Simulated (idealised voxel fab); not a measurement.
Documented hereafter: the process module known as voxel capacitor over wiring.
Xsec cut, 300 nm wide, square cell size 5 nm.
A cross-section in this document is a grid of square cells, and it is written down as bands, the top band listed before the ones below it; a band is made up of one or more rows of cells. What a band's entry tells you: where the top is and where the bottom is, as heights in nm, and after that what lies inside, material by material from left to right, each with its width in nm. Empty space is written as the word "empty", and a single material marked with the word "everywhere" occupies the band from edge to edge. Basically, 0 is our baseline, since under it the wafer straight out of the box is all one material. The bottom band has no lower end and keeps on going down, so it looks like "0 and below". Quick explanation for "30..40": the width changes in equal steps down the rows of cells, from the first number in the band's top row to the second number in its bottom row. Where the words "remains unaltered" appear for a step, the cross-section shows no cell changed by that step; every cell remained as before. Each empty space that has no open way to the top and spans at least 8 cells appears under "Sealed void inventory" as width x height at distance, the distance counted from the left edge, all in nm. On each step's line, the part that comes after the settings is the simulator's own comment on the step. The optional step-line setting "overlay nm" applies to steps with a mask and quantifies how far to the right of its planned location the mask lay, a negative value indicating leftward placement. Note on reading: below, each pair holds a cross-section from before one process step and one from after it; the one from after shows only down to the lowest band that changed. Beneath the pair, the step in between is stated along with its settings. The pairs can stem from different runs of this module on the same starting wafer. Where a pair's entry headed "Status quo ante" says so, and only there, that pair continues from the pair above it.

# Status quo ante
	0 and below: Si everywhere
	Sealed void inventory: none

# Step Result
	15 down to 0: SiO2 everywhere
	Anything lower than 0 is untouched.
	Sealed void inventory: none
Processing between the before and after sections above: CONFORMAL_DEP: material SiO2, thk nm 15

Status quo ante: Reference is made to the cross-section shown after the step in the pair directly above, which represents the state prior to this step.

# Step Result
	20 down to 15: SiN everywhere
	Anything lower than 15 is untouched.
	Sealed void inventory: none
Processing between the before and after sections above: CONFORMAL_DEP: material SiN, thk nm 5

Status quo ante: Reference is made to the cross-section shown after the step in the pair directly above, which represents the state prior to this step.

# Step Result
	35 down to 20: SiO2 everywhere
	Anything lower than 20 is untouched.
	Sealed void inventory: none
Processing between the before and after sections above: DIRECTIONAL_DEP: material SiO2, thk nm 15

Status quo ante: Reference is made to the cross-section shown after the step in the pair directly above, which represents the state prior to this step.

# Step Result
	55 down to 35: 95 nm resist, then 25 nm empty, then 60 nm resist, then 25 nm empty, then 95 nm resist
	Anything lower than 35 is untouched.
	Sealed void inventory: none
Processing between the before and after sections above: PATTERN: tone open, mask id METAL_1, material resist, width nm 25, pitch nm 85, thk nm 20, overlay nm 0

Status quo ante: Reference is made to the cross-section shown after the step in the pair directly above, which represents the state prior to this step.

# Step Result
	55 down to 35: 95 nm resist, then 25 nm empty, then 60 nm resist, then 25 nm empty, then 95 nm resist
	35 down to 20: 95 nm SiO2, then 25 nm empty, then 60 nm SiO2, then 25 nm empty, then 95 nm SiO2
	Anything lower than 20 is untouched.
	Sealed void inventory: none
Processing between the before and after sections above: DIRECTIONAL_ETCH: etch materials SiO2, depth nm 15

Status quo ante: Reference is made to the cross-section shown after the step in the pair directly above, which represents the state prior to this step.

# Step Result
	55 down to 35: 95 nm resist, then 25 nm empty, then 60 nm resist, then 25 nm empty, then 95 nm resist
	35 down to 20: 95 nm SiO2, then 25 nm empty, then 60 nm SiO2, then 25 nm empty, then 95 nm SiO2
	20 down to 15: 95 nm SiN, then 25 nm empty, then 60 nm SiN, then 25 nm empty, then 95 nm SiN
	Anything lower than 15 is untouched.
	Sealed void inventory: none
Processing between the before and after sections above: DIRECTIONAL_ETCH: etch materials SiN, depth nm 5

Status quo ante: Reference is made to the cross-section shown after the step in the pair directly above, which represents the state prior to this step.

# Step Result
	35 down to 20: 95 nm SiO2, then 25 nm empty, then 60 nm SiO2, then 25 nm empty, then 95 nm SiO2
	Anything lower than 20 is untouched.
	Sealed void inventory: none
Processing between the before and after sections above: STRIP: etch materials resist

Status quo ante: Reference is made to the cross-section shown after the step in the pair directly above, which represents the state prior to this step.

# Step Result
	40 down to 35: 100 nm TiN, then 15 nm empty, then 70 nm TiN, then 15 nm empty, then 100 nm TiN
	35 down to 20: 95 nm SiO2, then 5 nm TiN, then 15 nm empty, then 5 nm TiN, then 60 nm SiO2, then 5 nm TiN, then 15 nm empty, then 5 nm TiN, then 95 nm SiO2
	20 down to 15: 95 nm SiN, then 25 nm TiN, then 60 nm SiN, then 25 nm TiN, then 95 nm SiN
	Anything lower than 15 is untouched.
	Sealed void inventory: none
Processing between the before and after sections above: CONFORMAL_DEP: material TiN, thk nm 5

Status quo ante: Reference is made to the cross-section shown after the step in the pair directly above, which represents the state prior to this step.

# Step Result
	45 down to 40: Cu everywhere
	40 down to 35: 100 nm TiN, then 15 nm Cu, then 70 nm TiN, then 15 nm Cu, then 100 nm TiN
	35 down to 20: 95 nm SiO2, then 5 nm TiN, then 15 nm Cu, then 5 nm TiN, then 60 nm SiO2, then 5 nm TiN, then 15 nm Cu, then 5 nm TiN, then 95 nm SiO2
	Anything lower than 20 is untouched.
	Sealed void inventory: none
Processing between the before and after sections above: FILL_DEP: material Cu, thk nm 5

Status quo ante: Reference is made to the cross-section shown after the step in the pair directly above, which represents the state prior to this step.

# Step Result
	35 down to 20: 95 nm SiO2, then 5 nm TiN, then 15 nm Cu, then 5 nm TiN, then 60 nm SiO2, then 5 nm TiN, then 15 nm Cu, then 5 nm TiN, then 95 nm SiO2
	Anything lower than 20 is untouched.
	Sealed void inventory: none
Processing between the before and after sections above: CMP: height nm 35

Status quo ante: Reference is made to the cross-section shown after the step in the pair directly above, which represents the state prior to this step.

# Step Result
	40 down to 35: 90 nm empty, then 35 nm Ru, then 50 nm empty, then 35 nm Ru, then 90 nm empty
	Anything lower than 35 is untouched.
	Sealed void inventory: none
Processing between the before and after sections above: EPI: material Ru, thk nm 5

Status quo ante: Reference is made to the cross-section shown after the step in the pair directly above, which represents the state prior to this step.

# Step Result
	45 down to 40: SiCN everywhere
	40 down to 35: 90 nm SiCN, then 35 nm Ru, then 50 nm SiCN, then 35 nm Ru, then 90 nm SiCN
	Anything lower than 35 is untouched.
	Sealed void inventory: none
Processing between the before and after sections above: FILL_DEP: material SiCN, thk nm 5

Status quo ante: Reference is made to the cross-section shown after the step in the pair directly above, which represents the state prior to this step.

# Step Result
	65 down to 45: SiO2 everywhere
	Anything lower than 45 is untouched.
	Sealed void inventory: none
Processing between the before and after sections above: DIRECTIONAL_DEP: material SiO2, thk nm 20

Status quo ante: Reference is made to the cross-section shown after the step in the pair directly above, which represents the state prior to this step.

# Step Result
	80 down to 65: 105 nm resist, then 15 nm empty, then 180 nm resist
	Anything lower than 65 is untouched.
	Sealed void inventory: none
Processing between the before and after sections above: PATTERN: tone open, mask id PLUG_1, material resist, width nm 15, thk nm 15, overlay nm 0

Status quo ante: Reference is made to the cross-section shown after the step in the pair directly above, which represents the state prior to this step.

# Step Result
	80 down to 65: 105 nm resist, then 15 nm empty, then 180 nm resist
	65 down to 45: 105 nm SiO2, then 15 nm empty, then 180 nm SiO2
	Anything lower than 45 is untouched.
	Sealed void inventory: none
Processing between the before and after sections above: DIRECTIONAL_ETCH: etch materials SiO2, depth nm 20

Status quo ante: Reference is made to the cross-section shown after the step in the pair directly above, which represents the state prior to this step.

# Step Result
	80 down to 65: 105 nm resist, then 15 nm empty, then 180 nm resist
	65 down to 45: 105 nm SiO2, then 15 nm empty, then 180 nm SiO2
	45 down to 40: 105 nm SiCN, then 15 nm empty, then 180 nm SiCN
	Anything lower than 40 is untouched.
	Sealed void inventory: none
Processing between the before and after sections above: DIRECTIONAL_ETCH: etch materials SiCN, depth nm 5

Status quo ante: Reference is made to the cross-section shown after the step in the pair directly above, which represents the state prior to this step.

# Step Result
	65 down to 45: 105 nm SiO2, then 15 nm empty, then 180 nm SiO2
	Anything lower than 45 is untouched.
	Sealed void inventory: none
Processing between the before and after sections above: STRIP: etch materials resist

Status quo ante: Reference is made to the cross-section shown after the step in the pair directly above, which represents the state prior to this step.

# Step Result
	70 down to 65: 110 nm TiN, then 5 nm empty, then 185 nm TiN
	65 down to 45: 105 nm SiO2, then 5 nm TiN, then 5 nm empty, then 5 nm TiN, then 180 nm SiO2
	45 down to 40: 105 nm SiCN, then 15 nm TiN, then 180 nm SiCN
	Anything lower than 40 is untouched.
	Sealed void inventory: none
Processing between the before and after sections above: CONFORMAL_DEP: material TiN, thk nm 5

Status quo ante: Reference is made to the cross-section shown after the step in the pair directly above, which represents the state prior to this step.

# Step Result
	75 down to 70: W everywhere
	70 down to 65: 110 nm TiN, then 5 nm W, then 185 nm TiN
	65 down to 45: 105 nm SiO2, then 5 nm TiN, then 5 nm W, then 5 nm TiN, then 180 nm SiO2
	Anything lower than 45 is untouched.
	Sealed void inventory: none
Processing between the before and after sections above: FILL_DEP: material W, thk nm 5

Status quo ante: Reference is made to the cross-section shown after the step in the pair directly above, which represents the state prior to this step.

# Step Result
	65 down to 45: 105 nm SiO2, then 5 nm TiN, then 5 nm W, then 5 nm TiN, then 180 nm SiO2
	Anything lower than 45 is untouched.
	Sealed void inventory: none
Processing between the before and after sections above: CMP: height nm 65

Status quo ante: Reference is made to the cross-section shown after the step in the pair directly above, which represents the state prior to this step.

# Step Result
	70 down to 65: TiN everywhere
	Anything lower than 65 is untouched.
	Sealed void inventory: none
Processing between the before and after sections above: DIRECTIONAL_DEP: material TiN, thk nm 5

Status quo ante: Reference is made to the cross-section shown after the step in the pair directly above, which represents the state prior to this step.

# Step Result
	75 down to 70: SiN everywhere
	Anything lower than 70 is untouched.
	Sealed void inventory: none
Processing between the before and after sections above: DIRECTIONAL_DEP: material SiN, thk nm 5

Status quo ante: Reference is made to the cross-section shown after the step in the pair directly above, which represents the state prior to this step.

# Step Result
	80 down to 75: TiN everywhere
	Anything lower than 75 is untouched.
	Sealed void inventory: none
Processing between the before and after sections above: DIRECTIONAL_DEP: material TiN, thk nm 5

Status quo ante: Reference is made to the cross-section shown after the step in the pair directly above, which represents the state prior to this step.

# Step Result
	95 down to 80: aC everywhere
	Anything lower than 80 is untouched.
	Sealed void inventory: none
Processing between the before and after sections above: DIRECTIONAL_DEP: material aC, thk nm 15

Status quo ante: Reference is made to the cross-section shown after the step in the pair directly above, which represents the state prior to this step.

# Step Result
	130 down to 95: 105 nm empty, then 65 nm resist, then 130 nm empty
	Anything lower than 95 is untouched.
	Sealed void inventory: none
Processing between the before and after sections above: PATTERN: tone cover, mask id UPPER_PLATE, material resist, width nm 65, thk nm 35, overlay nm 0

Status quo ante: Reference is made to the cross-section shown after the step in the pair directly above, which represents the state prior to this step.

# Step Result
	115 down to 95: 105 nm empty, then 65 nm resist, then 130 nm empty
	95 down to 80: 105 nm empty, then 65 nm aC, then 130 nm empty
	Anything lower than 80 is untouched.
	Sealed void inventory: none
Processing between the before and after sections above: DIRECTIONAL_ETCH: etch materials aC, depth nm 15

Status quo ante: Reference is made to the cross-section shown after the step in the pair directly above, which represents the state prior to this step.

# Step Result
	95 down to 80: 105 nm empty, then 65 nm aC, then 130 nm empty
	Anything lower than 80 is untouched.
	Sealed void inventory: none
Processing between the before and after sections above: STRIP: etch materials resist

Status quo ante: Reference is made to the cross-section shown after the step in the pair directly above, which represents the state prior to this step.

# Step Result
	95 down to 80: 105 nm empty, then 65 nm aC, then 130 nm empty
	80 down to 75: 105 nm empty, then 65 nm TiN, then 130 nm empty
	Anything lower than 75 is untouched.
	Sealed void inventory: none
Processing between the before and after sections above: DIRECTIONAL_ETCH: etch materials TiN, depth nm 5

Status quo ante: Reference is made to the cross-section shown after the step in the pair directly above, which represents the state prior to this step.

# Step Result
	95 down to 80: 105 nm empty, then 65 nm aC, then 130 nm empty
	80 down to 75: 105 nm empty, then 65 nm TiN, then 130 nm empty
	75 down to 70: 105 nm empty, then 65 nm SiN, then 130 nm empty
	Anything lower than 70 is untouched.
	Sealed void inventory: none
Processing between the before and after sections above: DIRECTIONAL_ETCH: etch materials SiN, depth nm 5

Status quo ante: Reference is made to the cross-section shown after the step in the pair directly above, which represents the state prior to this step.

# Step Result
	80 down to 75: 105 nm empty, then 65 nm TiN, then 130 nm empty
	Anything lower than 75 is untouched.
	Sealed void inventory: none
Processing between the before and after sections above: STRIP: etch materials aC

Status quo ante: Reference is made to the cross-section shown after the step in the pair directly above, which represents the state prior to this step.

# Step Result
	80 down to 75: 105 nm empty, then 65 nm TiN, then 130 nm empty
	75 down to 70: 105 nm empty, then 65 nm SiN, then 130 nm empty
	70 down to 65: 100 nm empty, then 75 nm TiN, then 125 nm empty
	Anything lower than 65 is untouched.
	Sealed void inventory: none
Processing between the before and after sections above: MASKED_ETCH: tone cover, mask id LOWER_PLATE, width nm 75, etch materials TiN, depth nm 5, overlay nm 0

Status quo ante: Reference is made to the cross-section shown after the step in the pair directly above, which represents the state prior to this step.

# Step Result
	100 down to 80: SiO2 everywhere
	80 down to 75: 105 nm SiO2, then 65 nm TiN, then 130 nm SiO2
	75 down to 70: 105 nm SiO2, then 65 nm SiN, then 130 nm SiO2
	70 down to 65: 100 nm SiO2, then 75 nm TiN, then 125 nm SiO2
	Anything lower than 65 is untouched.
	Sealed void inventory: none
Processing between the before and after sections above: FILL_DEP: material SiO2, thk nm 20

Status quo ante: Reference is made to the cross-section shown after the step in the pair directly above, which represents the state prior to this step.

# Step Result
	95 down to 80: SiO2 everywhere
	Anything lower than 80 is untouched.
	Sealed void inventory: none
Processing between the before and after sections above: CMP: height nm 95

Status quo ante: Reference is made to the cross-section shown after the step in the pair directly above, which represents the state prior to this step.

# Step Result
	115 down to 95: 115 nm resist, then 15 nm empty, then 170 nm resist
	Anything lower than 95 is untouched.
	Sealed void inventory: none
Processing between the before and after sections above: PATTERN: tone open, mask id PLUG_2, material resist, width nm 15, thk nm 20, overlay nm 0

Status quo ante: Reference is made to the cross-section shown after the step in the pair directly above, which represents the state prior to this step.

# Step Result
	115 down to 95: 115 nm resist, then 15 nm empty, then 170 nm resist
	95 down to 80: 115 nm SiO2, then 15 nm empty, then 170 nm SiO2
	Anything lower than 80 is untouched.
	Sealed void inventory: none
Processing between the before and after sections above: DIRECTIONAL_ETCH: etch materials SiO2, depth nm 15

Status quo ante: Reference is made to the cross-section shown after the step in the pair directly above, which represents the state prior to this step.

# Step Result
	95 down to 80: 115 nm SiO2, then 15 nm empty, then 170 nm SiO2
	Anything lower than 80 is untouched.
	Sealed void inventory: none
Processing between the before and after sections above: STRIP: etch materials resist

Status quo ante: Reference is made to the cross-section shown after the step in the pair directly above, which represents the state prior to this step.

# Step Result
	100 down to 95: 120 nm TiN, then 5 nm empty, then 175 nm TiN
	95 down to 85: 115 nm SiO2, then 5 nm TiN, then 5 nm empty, then 5 nm TiN, then 170 nm SiO2
	85 down to 75: 115..105 nm SiO2, then 15..65 nm TiN, then 170..130 nm SiO2
	Anything lower than 75 is untouched.
	Sealed void inventory: none
Processing between the before and after sections above: CONFORMAL_DEP: material TiN, thk nm 5

Status quo ante: Reference is made to the cross-section shown after the step in the pair directly above, which represents the state prior to this step.

# Step Result
	105 down to 100: W everywhere
	100 down to 95: 120 nm TiN, then 5 nm W, then 175 nm TiN
	95 down to 85: 115 nm SiO2, then 5 nm TiN, then 5 nm W, then 5 nm TiN, then 170 nm SiO2
	Anything lower than 85 is untouched.
	Sealed void inventory: none
Processing between the before and after sections above: FILL_DEP: material W, thk nm 5

Status quo ante: Reference is made to the cross-section shown after the step in the pair directly above, which represents the state prior to this step.

# Step Result
	95 down to 85: 115 nm SiO2, then 5 nm TiN, then 5 nm W, then 5 nm TiN, then 170 nm SiO2
	Anything lower than 85 is untouched.
	Sealed void inventory: none
Processing between the before and after sections above: CMP: height nm 95

Status quo ante: Reference is made to the cross-section shown after the step in the pair directly above, which represents the state prior to this step.

# Step Result
	100 down to 95: SiN everywhere
	Anything lower than 95 is untouched.
	Sealed void inventory: none
Processing between the before and after sections above: CONFORMAL_DEP: material SiN, thk nm 5

# Status quo ante
	70 down to 65: TiN everywhere
	65 down to 45: 105 nm SiO2, then 5 nm TiN, then 5 nm W, then 5 nm TiN, then 180 nm SiO2
	45 down to 40: 105 nm SiCN, then 15 nm TiN, then 180 nm SiCN
	40 down to 35: 90 nm SiCN, then 35 nm Ru, then 50 nm SiCN, then 35 nm Ru, then 90 nm SiCN
	35 down to 20: 95 nm SiO2, then 5 nm TiN, then 15 nm Cu, then 5 nm TiN, then 60 nm SiO2, then 5 nm TiN, then 15 nm Cu, then 5 nm TiN, then 95 nm SiO2
	20 down to 15: 95 nm SiN, then 25 nm TiN, then 60 nm SiN, then 25 nm TiN, then 95 nm SiN
	15 down to 0: SiO2 everywhere
	0 and below: Si everywhere
	Sealed void inventory: none

# Step Result
	75 down to 65: TiN everywhere
	Anything lower than 65 is untouched.
	Sealed void inventory: none
Processing between the before and after sections above: DIRECTIONAL_DEP: material TiN, thk nm 5

Status quo ante: Reference is made to the cross-section shown after the step in the pair directly above, which represents the state prior to this step.

# Step Result
	90 down to 75: aC everywhere
	Anything lower than 75 is untouched.
	Sealed void inventory: none
Processing between the before and after sections above: DIRECTIONAL_DEP: material aC, thk nm 15

Status quo ante: Reference is made to the cross-section shown after the step in the pair directly above, which represents the state prior to this step.

# Step Result
	125 down to 90: 105 nm empty, then 65 nm resist, then 130 nm empty
	Anything lower than 90 is untouched.
	Sealed void inventory: none
Processing between the before and after sections above: PATTERN: tone cover, mask id UPPER_PLATE, material resist, width nm 65, thk nm 35, overlay nm 0

Status quo ante: Reference is made to the cross-section shown after the step in the pair directly above, which represents the state prior to this step.

# Step Result
	110 down to 90: 105 nm empty, then 65 nm resist, then 130 nm empty
	90 down to 75: 105 nm empty, then 65 nm aC, then 130 nm empty
	Anything lower than 75 is untouched.
	Sealed void inventory: none
Processing between the before and after sections above: DIRECTIONAL_ETCH: etch materials aC, depth nm 15

Status quo ante: Reference is made to the cross-section shown after the step in the pair directly above, which represents the state prior to this step.

# Step Result
	90 down to 75: 105 nm empty, then 65 nm aC, then 130 nm empty
	Anything lower than 75 is untouched.
	Sealed void inventory: none
Processing between the before and after sections above: STRIP: etch materials resist

Status quo ante: Reference is made to the cross-section shown after the step in the pair directly above, which represents the state prior to this step.

# Step Result
	90 down to 75: 105 nm empty, then 65 nm aC, then 130 nm empty
	75 down to 70: 105 nm empty, then 65 nm TiN, then 130 nm empty
	Anything lower than 70 is untouched.
	Sealed void inventory: none
Processing between the before and after sections above: DIRECTIONAL_ETCH: etch materials TiN, depth nm 5

Status quo ante: Reference is made to the cross-section shown after the step in the pair directly above, which represents the state prior to this step.

# Step Result
	75 down to 70: 105 nm empty, then 65 nm TiN, then 130 nm empty
	Anything lower than 70 is untouched.
	Sealed void inventory: none
Processing between the before and after sections above: STRIP: etch materials aC

Status quo ante: Reference is made to the cross-section shown after the step in the pair directly above, which represents the state prior to this step.

# Step Result
	75 down to 65: 105..100 nm empty, then 65..75 nm TiN, then 130..125 nm empty
	Anything lower than 65 is untouched.
	Sealed void inventory: none
Processing between the before and after sections above: MASKED_ETCH: tone cover, mask id LOWER_PLATE, width nm 75, etch materials TiN, depth nm 5, overlay nm 0

Status quo ante: Reference is made to the cross-section shown after the step in the pair directly above, which represents the state prior to this step.

# Step Result
	95 down to 75: SiO2 everywhere
	75 down to 65: 105..100 nm SiO2, then 65..75 nm TiN, then 130..125 nm SiO2
	Anything lower than 65 is untouched.
	Sealed void inventory: none
Processing between the before and after sections above: FILL_DEP: material SiO2, thk nm 20

Status quo ante: Reference is made to the cross-section shown after the step in the pair directly above, which represents the state prior to this step.

# Step Result
	115 down to 95: 115 nm resist, then 15 nm empty, then 170 nm resist
	Anything lower than 95 is untouched.
	Sealed void inventory: none
Processing between the before and after sections above: PATTERN: tone open, mask id PLUG_2, material resist, width nm 15, thk nm 20, overlay nm 0

Status quo ante: Reference is made to the cross-section shown after the step in the pair directly above, which represents the state prior to this step.

# Step Result
	115 down to 95: 115 nm resist, then 15 nm empty, then 170 nm resist
	95 down to 80: 115 nm SiO2, then 15 nm empty, then 170 nm SiO2
	Anything lower than 80 is untouched.
	Sealed void inventory: none
Processing between the before and after sections above: DIRECTIONAL_ETCH: etch materials SiO2, depth nm 15

Status quo ante: Reference is made to the cross-section shown after the step in the pair directly above, which represents the state prior to this step.

# Step Result
	95 down to 80: 115 nm SiO2, then 15 nm empty, then 170 nm SiO2
	Anything lower than 80 is untouched.
	Sealed void inventory: none
Processing between the before and after sections above: STRIP: etch materials resist

Status quo ante: Reference is made to the cross-section shown after the step in the pair directly above, which represents the state prior to this step.

# Step Result
	100 down to 95: 120 nm TiN, then 5 nm empty, then 175 nm TiN
	95 down to 85: 115 nm SiO2, then 5 nm TiN, then 5 nm empty, then 5 nm TiN, then 170 nm SiO2
	85 down to 80: 115 nm SiO2, then 15 nm TiN, then 170 nm SiO2
	Anything lower than 80 is untouched.
	Sealed void inventory: none
Processing between the before and after sections above: CONFORMAL_DEP: material TiN, thk nm 5

Status quo ante: Reference is made to the cross-section shown after the step in the pair directly above, which represents the state prior to this step.

# Step Result
	105 down to 100: W everywhere
	100 down to 95: 120 nm TiN, then 5 nm W, then 175 nm TiN
	95 down to 85: 115 nm SiO2, then 5 nm TiN, then 5 nm W, then 5 nm TiN, then 170 nm SiO2
	Anything lower than 85 is untouched.
	Sealed void inventory: none
Processing between the before and after sections above: FILL_DEP: material W, thk nm 5

Status quo ante: Reference is made to the cross-section shown after the step in the pair directly above, which represents the state prior to this step.

# Step Result
	95 down to 85: 115 nm SiO2, then 5 nm TiN, then 5 nm W, then 5 nm TiN, then 170 nm SiO2
	Anything lower than 85 is untouched.
	Sealed void inventory: none
Processing between the before and after sections above: CMP: height nm 95

Status quo ante: Reference is made to the cross-section shown after the step in the pair directly above, which represents the state prior to this step.

# Step Result
	100 down to 95: SiN everywhere
	Anything lower than 95 is untouched.
	Sealed void inventory: none
Processing between the before and after sections above: CONFORMAL_DEP: material SiN, thk nm 5

# Status quo ante
	40 down to 35: 90 nm empty, then 35 nm Ru, then 50 nm empty, then 35 nm Ru, then 90 nm empty
	35 down to 20: 95 nm SiO2, then 5 nm TiN, then 15 nm Cu, then 5 nm TiN, then 60 nm SiO2, then 5 nm TiN, then 15 nm Cu, then 5 nm TiN, then 95 nm SiO2
	20 down to 15: 95 nm SiN, then 25 nm TiN, then 60 nm SiN, then 25 nm TiN, then 95 nm SiN
	15 down to 0: SiO2 everywhere
	0 and below: Si everywhere
	Sealed void inventory: none

# Step Result
	60 down to 55: 90 nm empty, then 35 nm SiO2, then 50 nm empty, then 35 nm SiO2, then 90 nm empty
	55 down to 40: SiO2 everywhere
	40 down to 35: 90 nm SiO2, then 35 nm Ru, then 50 nm SiO2, then 35 nm Ru, then 90 nm SiO2
	Anything lower than 35 is untouched.
	Sealed void inventory: none
Processing between the before and after sections above: DIRECTIONAL_DEP: material SiO2, thk nm 20

Status quo ante: Reference is made to the cross-section shown after the step in the pair directly above, which represents the state prior to this step.

# Step Result
	65 down to 60: SiCN everywhere
	60 down to 55: 90 nm SiCN, then 35 nm SiO2, then 50 nm SiCN, then 35 nm SiO2, then 90 nm SiCN
	Anything lower than 55 is untouched.
	Sealed void inventory: none
Processing between the before and after sections above: FILL_DEP: material SiCN, thk nm 5

Status quo ante: Reference is made to the cross-section shown after the step in the pair directly above, which represents the state prior to this step.

# Step Result
	80 down to 65: 105 nm resist, then 15 nm empty, then 180 nm resist
	Anything lower than 65 is untouched.
	Sealed void inventory: none
Processing between the before and after sections above: PATTERN: tone open, mask id PLUG_1, material resist, width nm 15, thk nm 15, overlay nm 0

Status quo ante: Reference is made to the cross-section shown after the step in the pair directly above, which represents the state prior to this step.

# Step Result
	80 down to 65: 105 nm resist, then 15 nm empty, then 180 nm resist
	65 down to 60: 105 nm SiCN, then 15 nm empty, then 180 nm SiCN
	Anything lower than 60 is untouched.
	Sealed void inventory: none
Processing between the before and after sections above: DIRECTIONAL_ETCH: etch materials SiCN, depth nm 5

Status quo ante: Reference is made to the cross-section shown after the step in the pair directly above, which represents the state prior to this step.

# Step Result
	65 down to 60: 105 nm SiCN, then 15 nm empty, then 180 nm SiCN
	Anything lower than 60 is untouched.
	Sealed void inventory: none
Processing between the before and after sections above: STRIP: etch materials resist

Status quo ante: Reference is made to the cross-section shown after the step in the pair directly above, which represents the state prior to this step.

# Step Result
	70 down to 65: 110 nm TiN, then 5 nm empty, then 185 nm TiN
	65 down to 60: 105 nm SiCN, then 15 nm TiN, then 180 nm SiCN
	Anything lower than 60 is untouched.
	Sealed void inventory: none
Processing between the before and after sections above: CONFORMAL_DEP: material TiN, thk nm 5

Status quo ante: Reference is made to the cross-section shown after the step in the pair directly above, which represents the state prior to this step.

# Step Result
	75 down to 70: W everywhere
	70 down to 65: 110 nm TiN, then 5 nm W, then 185 nm TiN
	Anything lower than 65 is untouched.
	Sealed void inventory: none
Processing between the before and after sections above: FILL_DEP: material W, thk nm 5

Status quo ante: Reference is made to the cross-section shown after the step in the pair directly above, which represents the state prior to this step.

# Step Result
	65 down to 60: 105 nm SiCN, then 15 nm TiN, then 180 nm SiCN
	Anything lower than 60 is untouched.
	Sealed void inventory: none
Processing between the before and after sections above: CMP: height nm 65

Status quo ante: Reference is made to the cross-section shown after the step in the pair directly above, which represents the state prior to this step.

# Step Result
	70 down to 65: TiN everywhere
	Anything lower than 65 is untouched.
	Sealed void inventory: none
Processing between the before and after sections above: DIRECTIONAL_DEP: material TiN, thk nm 5

Status quo ante: Reference is made to the cross-section shown after the step in the pair directly above, which represents the state prior to this step.

# Step Result
	75 down to 70: SiN everywhere
	Anything lower than 70 is untouched.
	Sealed void inventory: none
Processing between the before and after sections above: DIRECTIONAL_DEP: material SiN, thk nm 5

Status quo ante: Reference is made to the cross-section shown after the step in the pair directly above, which represents the state prior to this step.

# Step Result
	80 down to 75: TiN everywhere
	Anything lower than 75 is untouched.
	Sealed void inventory: none
Processing between the before and after sections above: DIRECTIONAL_DEP: material TiN, thk nm 5

Status quo ante: Reference is made to the cross-section shown after the step in the pair directly above, which represents the state prior to this step.

# Step Result
	95 down to 80: aC everywhere
	Anything lower than 80 is untouched.
	Sealed void inventory: none
Processing between the before and after sections above: DIRECTIONAL_DEP: material aC, thk nm 15

Status quo ante: Reference is made to the cross-section shown after the step in the pair directly above, which represents the state prior to this step.

# Step Result
	130 down to 95: 105 nm empty, then 65 nm resist, then 130 nm empty
	Anything lower than 95 is untouched.
	Sealed void inventory: none
Processing between the before and after sections above: PATTERN: tone cover, mask id UPPER_PLATE, material resist, width nm 65, thk nm 35, overlay nm 0

Status quo ante: Reference is made to the cross-section shown after the step in the pair directly above, which represents the state prior to this step.

# Step Result
	115 down to 95: 105 nm empty, then 65 nm resist, then 130 nm empty
	95 down to 80: 105 nm empty, then 65 nm aC, then 130 nm empty
	Anything lower than 80 is untouched.
	Sealed void inventory: none
Processing between the before and after sections above: DIRECTIONAL_ETCH: etch materials aC, depth nm 15

Status quo ante: Reference is made to the cross-section shown after the step in the pair directly above, which represents the state prior to this step.

# Step Result
	95 down to 80: 105 nm empty, then 65 nm aC, then 130 nm empty
	Anything lower than 80 is untouched.
	Sealed void inventory: none
Processing between the before and after sections above: STRIP: etch materials resist

Status quo ante: Reference is made to the cross-section shown after the step in the pair directly above, which represents the state prior to this step.

# Step Result
	95 down to 80: 105 nm empty, then 65 nm aC, then 130 nm empty
	80 down to 75: 105 nm empty, then 65 nm TiN, then 130 nm empty
	Anything lower than 75 is untouched.
	Sealed void inventory: none
Processing between the before and after sections above: DIRECTIONAL_ETCH: etch materials TiN, depth nm 5

Status quo ante: Reference is made to the cross-section shown after the step in the pair directly above, which represents the state prior to this step.

# Step Result
	95 down to 80: 105 nm empty, then 65 nm aC, then 130 nm empty
	80 down to 75: 105 nm empty, then 65 nm TiN, then 130 nm empty
	75 down to 70: 105 nm empty, then 65 nm SiN, then 130 nm empty
	Anything lower than 70 is untouched.
	Sealed void inventory: none
Processing between the before and after sections above: DIRECTIONAL_ETCH: etch materials SiN, depth nm 5

Status quo ante: Reference is made to the cross-section shown after the step in the pair directly above, which represents the state prior to this step.

# Step Result
	80 down to 75: 105 nm empty, then 65 nm TiN, then 130 nm empty
	Anything lower than 75 is untouched.
	Sealed void inventory: none
Processing between the before and after sections above: STRIP: etch materials aC

Status quo ante: Reference is made to the cross-section shown after the step in the pair directly above, which represents the state prior to this step.

# Step Result
	80 down to 75: 105 nm empty, then 65 nm TiN, then 130 nm empty
	75 down to 70: 105 nm empty, then 65 nm SiN, then 130 nm empty
	70 down to 65: 100 nm empty, then 75 nm TiN, then 125 nm empty
	Anything lower than 65 is untouched.
	Sealed void inventory: none
Processing between the before and after sections above: MASKED_ETCH: tone cover, mask id LOWER_PLATE, width nm 75, etch materials TiN, depth nm 5, overlay nm 0

Status quo ante: Reference is made to the cross-section shown after the step in the pair directly above, which represents the state prior to this step.

# Step Result
	100 down to 80: SiO2 everywhere
	80 down to 75: 105 nm SiO2, then 65 nm TiN, then 130 nm SiO2
	75 down to 70: 105 nm SiO2, then 65 nm SiN, then 130 nm SiO2
	70 down to 65: 100 nm SiO2, then 75 nm TiN, then 125 nm SiO2
	Anything lower than 65 is untouched.
	Sealed void inventory: none
Processing between the before and after sections above: FILL_DEP: material SiO2, thk nm 20

Status quo ante: Reference is made to the cross-section shown after the step in the pair directly above, which represents the state prior to this step.

# Step Result
	95 down to 80: SiO2 everywhere
	Anything lower than 80 is untouched.
	Sealed void inventory: none
Processing between the before and after sections above: CMP: height nm 95

Status quo ante: Reference is made to the cross-section shown after the step in the pair directly above, which represents the state prior to this step.

# Step Result
	115 down to 95: 115 nm resist, then 15 nm empty, then 170 nm resist
	Anything lower than 95 is untouched.
	Sealed void inventory: none
Processing between the before and after sections above: PATTERN: tone open, mask id PLUG_2, material resist, width nm 15, thk nm 20, overlay nm 0

Status quo ante: Reference is made to the cross-section shown after the step in the pair directly above, which represents the state prior to this step.

# Step Result
	115 down to 95: 115 nm resist, then 15 nm empty, then 170 nm resist
	95 down to 80: 115 nm SiO2, then 15 nm empty, then 170 nm SiO2
	Anything lower than 80 is untouched.
	Sealed void inventory: none
Processing between the before and after sections above: DIRECTIONAL_ETCH: etch materials SiO2, depth nm 15
